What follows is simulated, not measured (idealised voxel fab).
Title: Process Module voxel transistor to metal
cross-section cut | 300 nm wide | cells 5 nm
Bands, listed from the top down, are how a cross-section gets written in this document; the cross-section itself is a grid of square cells, and a band is one or more rows of them.
Heights first: top, then bottom, in nm. Then materials, left to right, each with a width in nm. "edge to edge" on a single material: fills the band edge to edge. "empty": empty space.
Below 0: as-received wafer, all one material; heights counted from there. Lowest band: no bottom, goes on down, written "0 and below".
A two-number width, for instance "30->40", indicates that the width is equal to the first number in the top row of the band and to the second number in the bottom row, and that it changes by a constant amount per row of cells.
The designation "remained the same", where it is given for a processing step, indicates that no cell of the cross-section was altered in the course of that step.
For the entry "Sealed void inventory", the listed items are empty spaces with no open way to the top whose size is 8 cells or more; each item follows the pattern width x height at distance, where distance is from the left edge and all three are in nm.
Whatever follows a step's settings on its line is a remark the simulator itself makes about that step.
overlay nm: for a step with a mask, the amount by which the mask lay right of where it was planned; a negative amount means left of it.

Planned process steps
1) RECEIVE (material Si)
2) OXIDIZE (depth nm 5)
3) CONFORMAL_DEP (material SiN; thk nm 10)
4) MASKED_ETCH (tone cover; mask id ACTIVE; width nm 105; pitch nm 130; etch materials SiN; depth nm 10; overlay nm -15)
5) MASKED_ETCH (tone cover; mask id ACTIVE; width nm 105; pitch nm 130; etch materials SiO2; depth nm 5; overlay nm 0)
6) MASKED_ETCH (tone cover; mask id ACTIVE; width nm 105; pitch nm 130; etch materials Si; depth nm 30; overlay nm 0)
7) FILL_DEP (material SiO2; thk nm 15)
8) CMP (height nm 10)
9) SELECTIVE_ETCH (etch materials SiO2; depth nm 5)
10) STRIP (etch materials SiN)
11) SELECTIVE_ETCH (etch materials SiO2; depth nm 5)
12) OXIDIZE (depth nm 5)
13) DIRECTIONAL_DEP (material polySi; thk nm 30)
14) DIRECTIONAL_DEP (material SiCN; thk nm 15)
15) MASKED_ETCH (tone cover; mask id GATE; width nm 15; pitch nm 130; etch materials SiCN; depth nm 25; overlay nm 0)
16) MASKED_ETCH (tone cover; mask id GATE; width nm 15; pitch nm 130; etch materials polySi; depth nm 40; overlay nm 0)
17) CONFORMAL_DEP (material SiN; thk nm 10)
18) DIRECTIONAL_ETCH (etch materials SiN; depth nm 10)
19) DIRECTIONAL_ETCH (etch materials SiO2; depth nm 5)
20) EPI (material SiGe; thk nm 5)
21) FILL_DEP (material SiO2; thk nm 5)
22) CMP (height nm 40)
23) DIRECTIONAL_DEP (material SiO2; thk nm 10)
24) DIRECTIONAL_DEP (material aC; thk nm 10)
25) PATTERN (tone open; mask id CONTACT; material resist; width nm 30; thk nm 25; overlay nm 0)
26) DIRECTIONAL_ETCH (etch materials aC; depth nm 10)
27) STRIP (etch materials resist)
28) DIRECTIONAL_ETCH (etch materials SiO2; depth nm 55)
29) STRIP (etch materials aC)
30) CONFORMAL_DEP (material TiN; thk nm 5)
31) FILL_DEP (material W; thk nm 5)
32) CMP (height nm 50)
33) CONFORMAL_DEP (material SiN; thk nm 5)
34) DIRECTIONAL_DEP (material lowk; thk nm 25)
35) DIRECTIONAL_DEP (material aC; thk nm 15)
36) PATTERN (tone open; mask id METAL_1; material resist; width nm 20; pitch nm 65; thk nm 35; overlay nm 0)
37) DIRECTIONAL_ETCH (etch materials aC; depth nm 15)
38) STRIP (etch materials resist)
39) DIRECTIONAL_ETCH (etch materials lowk; depth nm 25)
40) DIRECTIONAL_ETCH (etch materials SiN; depth nm 5)
41) STRIP (etch materials aC)
42) CONFORMAL_DEP (material TiN; thk nm 5)
43) FILL_DEP (material Ru; thk nm 10)
44) CMP (height nm 80)
45) EPI (material Ru; thk nm 5)
46) FILL_DEP (material SiCN; thk nm 5)
The plan shows the overlay nm of step 4 as the first wafer had it; this setting differs between the wafers, which start out alike.

This is how the first of several wafers looked in cross-section when it arrived, which is after step 1
> 0 and below: Si edge to edge
> Sealed void inventory: none

For your reference, the table is organized with a row per wafer; each row reflects the wafer at the end of the module, indicating for each material the cells gained (+) or lost (-) since receipt, and thereafter its closed voids
overlay nm -15 | +64 Ru | -178 Si | +114 SiCN | +30 SiGe | +124 SiN | +390 SiO2 | +160 TiN | +120 W | +220 lowk | +36 polySi | Sealed void inventory: none
overlay nm -10 | +64 Ru | -190 Si | +114 SiCN | +24 SiGe | +124 SiN | +406 SiO2 | +160 TiN | +122 W | +220 lowk | +36 polySi | Sealed void inventory: none
overlay nm -5 | +64 Ru | -200 Si | +114 SiCN | +24 SiGe | +124 SiN | +414 SiO2 | +160 TiN | +124 W | +220 lowk | +36 polySi | Sealed void inventory: none
overlay nm 0 | +64 Ru | -210 Si | +114 SiCN | +24 SiGe | +124 SiN | +424 SiO2 | +160 TiN | +124 W | +220 lowk | +36 polySi | Sealed void inventory: none
overlay nm 5 | +64 Ru | -200 Si | +114 SiCN | +24 SiGe | +124 SiN | +414 SiO2 | +160 TiN | +124 W | +220 lowk | +36 polySi | Sealed void inventory: none
overlay nm 10 | +64 Ru | -190 Si | +114 SiCN | +24 SiGe | +124 SiN | +406 SiO2 | +160 TiN | +122 W | +220 lowk | +36 polySi | Sealed void inventory: none
overlay nm 15 | +64 Ru | -178 Si | +114 SiCN | +30 SiGe | +124 SiN | +390 SiO2 | +160 TiN | +120 W | +220 lowk | +36 polySi | Sealed void inventory: none
